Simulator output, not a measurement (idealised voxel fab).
A process module follows: voxel transistor to metal.
Xsec cut, 180 nm wide, square cell size 5 nm.
Cross-section spec: square-cell grid; bands listed top down; each band is one or more rows.
A band entry consists of two parts. The first gives the height of the band's top and the height of its bottom, in nm. The rest lists the band's materials from left to right, each with its width in nm. A single material labelled with the word "throughout" fills the band from edge to edge, and the word "air" marks empty space.
Height datum 0, below which the as-received substrate wafer is one material. Lowest band open at the bottom, running downward: "0 down".
So if you see something like "30->40" for the width, read it as the top row of the band sitting at the first number and the bottom row at the second, with every row in between moving by the same amount as the last.
No cell of the cross-section changed in a step that is given as "no change occurred".
"Sealed voids" specifies each empty space that is not open to the top and that occupies no fewer than 8 cells, using the form width x height at distance, the distance measured from the left edge and all three quantities in nm.
On a step's line, text after the settings is the simulator commenting on that step.
A step line may carry the setting "overlay nm", which, for steps involving a mask, states the distance by which the mask lay to the right of its intended position; negative values denote displacement to the left.

Intended process steps:
1: RECEIVE, material Si
2: CONFORMAL_DEP, material SiO2, thk nm 5
3: CONFORMAL_DEP, material SiN, thk nm 10
4: DIRECTIONAL_DEP, material aC, thk nm 15
5: PATTERN, tone cover, mask id ACTIVE, material resist, width nm 120, thk nm 30, overlay nm 0
6: DIRECTIONAL_ETCH, etch materials aC, depth nm 15
7: STRIP, etch materials resist
8: DIRECTIONAL_ETCH, etch materials SiN, depth nm 10
9: DIRECTIONAL_ETCH, etch materials SiO2, depth nm 5
10: DIRECTIONAL_ETCH, etch materials Si, depth nm 25
11: STRIP, etch materials aC
12: FILL_DEP, material SiO2, thk nm 10
13: CMP, height nm 15
14: SELECTIVE_ETCH, etch materials SiO2, depth nm 10
15: STRIP, etch materials SiN
16: SELECTIVE_ETCH, etch materials SiO2, depth nm 5
17: OXIDIZE, depth nm 5
18: DIRECTIONAL_DEP, material polySi, thk nm 25
19: DIRECTIONAL_DEP, material SiCN, thk nm 15
20: DIRECTIONAL_DEP, material aC, thk nm 15
21: PATTERN, tone cover, mask id GATE, material resist, width nm 30, thk nm 30, overlay nm 0
22: DIRECTIONAL_ETCH, etch materials aC, depth nm 15
23: STRIP, etch materials resist
24: DIRECTIONAL_ETCH, etch materials SiCN, depth nm 25
25: DIRECTIONAL_ETCH, etch materials polySi, depth nm 35
26: STRIP, etch materials aC
27: CONFORMAL_DEP, material SiO2, thk nm 5
28: DIRECTIONAL_ETCH, etch materials SiO2, depth nm 5
29: CONFORMAL_DEP, material SiN, thk nm 5
30: DIRECTIONAL_ETCH, etch materials SiN, depth nm 5
31: DIRECTIONAL_ETCH, etch materials SiO2, depth nm 5
32: EPI, material SiGe, thk nm 5
33: FILL_DEP, material SiO2, thk nm 5
34: CMP, height nm 25
35: STRIP, etch materials polySi
36: SELECTIVE_ETCH, etch materials SiO2, depth nm 5
37: CONFORMAL_DEP, material HfO2, thk nm 5
38: CONFORMAL_DEP, material TiN, thk nm 5
39: FILL_DEP, material W, thk nm 10
40: CMP, height nm 20
41: DIRECTIONAL_DEP, material SiO2, thk nm 15
42: PATTERN, tone open, mask id CONTACT, material resist, width nm 20, pitch nm 80, thk nm 15, overlay nm 0
43: DIRECTIONAL_ETCH, etch materials SiO2, depth nm 35
44: STRIP, etch materials resist
45: CONFORMAL_DEP, material TiN, thk nm 5
46: FILL_DEP, material W, thk nm 5
47: CMP, height nm 35
48: CONFORMAL_DEP, material SiN, thk nm 5
49: DIRECTIONAL_DEP, material lowk, thk nm 20
50: DIRECTIONAL_DEP, material aC, thk nm 15
51: PATTERN, tone open, mask id METAL_1, material resist, width nm 20, pitch nm 80, thk nm 30, overlay nm -15
52: DIRECTIONAL_ETCH, etch materials aC, depth nm 15
53: STRIP, etch materials resist
54: DIRECTIONAL_ETCH, etch materials lowk, depth nm 20
55: DIRECTIONAL_ETCH, etch materials SiN, depth nm 5
56: STRIP, etch materials aC
57: CONFORMAL_DEP, material TiN, thk nm 5
58: FILL_DEP, material Ru, thk nm 5
59: CMP, height nm 60
60: EPI, material Ru, thk nm 5
61: FILL_DEP, material SiCN, thk nm 5
62: DIRECTIONAL_DEP, material lowk, thk nm 35
63: MASKED_ETCH, tone open, mask id METAL_2_HOLES, width nm 15, pitch nm 80, etch materials lowk, depth nm 35, overlay nm 0
64: PATTERN, tone open, mask id METAL_2, material resist, width nm 20, pitch nm 80, thk nm 15, overlay nm 0
65: DIRECTIONAL_ETCH, etch materials lowk, depth nm 20
66: DIRECTIONAL_ETCH, etch materials SiCN, depth nm 5
67: STRIP, etch materials resist
68: CONFORMAL_DEP, material TiN, thk nm 5
69: FILL_DEP, material Cu, thk nm 10
70: CMP, height nm 105
71: CONFORMAL_DEP, material SiCN, thk nm 5
Where the wafers of this document differ is in the overlay nm of step 51; they start out the same, and the plan states the value that applied to the first wafer.

Cut through the first of several wafers as received, post step 1:
> 0 down | Si throughout
> Sealed voids: none

Below is a per-wafer table. In it, each row describes the wafer at the end of the module by giving, for each material, the number of cells gained (+) or lost (-) since the wafer was received, and after that the closed voids of the wafer:
overlay nm -15 | +20 Cu | +16 HfO2 | +28 Ru | -84 Si | +90 SiCN | +16 SiGe | +36 SiN | +216 SiO2 | +104 TiN | +36 W | +314 lowk | Sealed voids: none
overlay nm -10 | +20 Cu | +16 HfO2 | +28 Ru | -84 Si | +90 SiCN | +16 SiGe | +36 SiN | +216 SiO2 | +104 TiN | +36 W | +314 lowk | Sealed voids: none
overlay nm -5 | +20 Cu | +16 HfO2 | +28 Ru | -84 Si | +90 SiCN | +16 SiGe | +36 SiN | +216 SiO2 | +104 TiN | +36 W | +314 lowk | Sealed voids: none
overlay nm 0 | +20 Cu | +16 HfO2 | +28 Ru | -84 Si | +90 SiCN | +16 SiGe | +36 SiN | +216 SiO2 | +104 TiN | +36 W | +314 lowk | Sealed voids: none
overlay nm 5 | +20 Cu | +16 HfO2 | +28 Ru | -84 Si | +90 SiCN | +16 SiGe | +36 SiN | +216 SiO2 | +104 TiN | +36 W | +314 lowk | Sealed voids: none
overlay nm 10 | +20 Cu | +16 HfO2 | +28 Ru | -84 Si | +90 SiCN | +16 SiGe | +36 SiN | +216 SiO2 | +104 TiN | +36 W | +314 lowk | Sealed voids: none
overlay nm 15 | +20 Cu | +16 HfO2 | +28 Ru | -84 Si | +90 SiCN | +16 SiGe | +36 SiN | +216 SiO2 | +104 TiN | +36 W | +314 lowk | Sealed voids: none
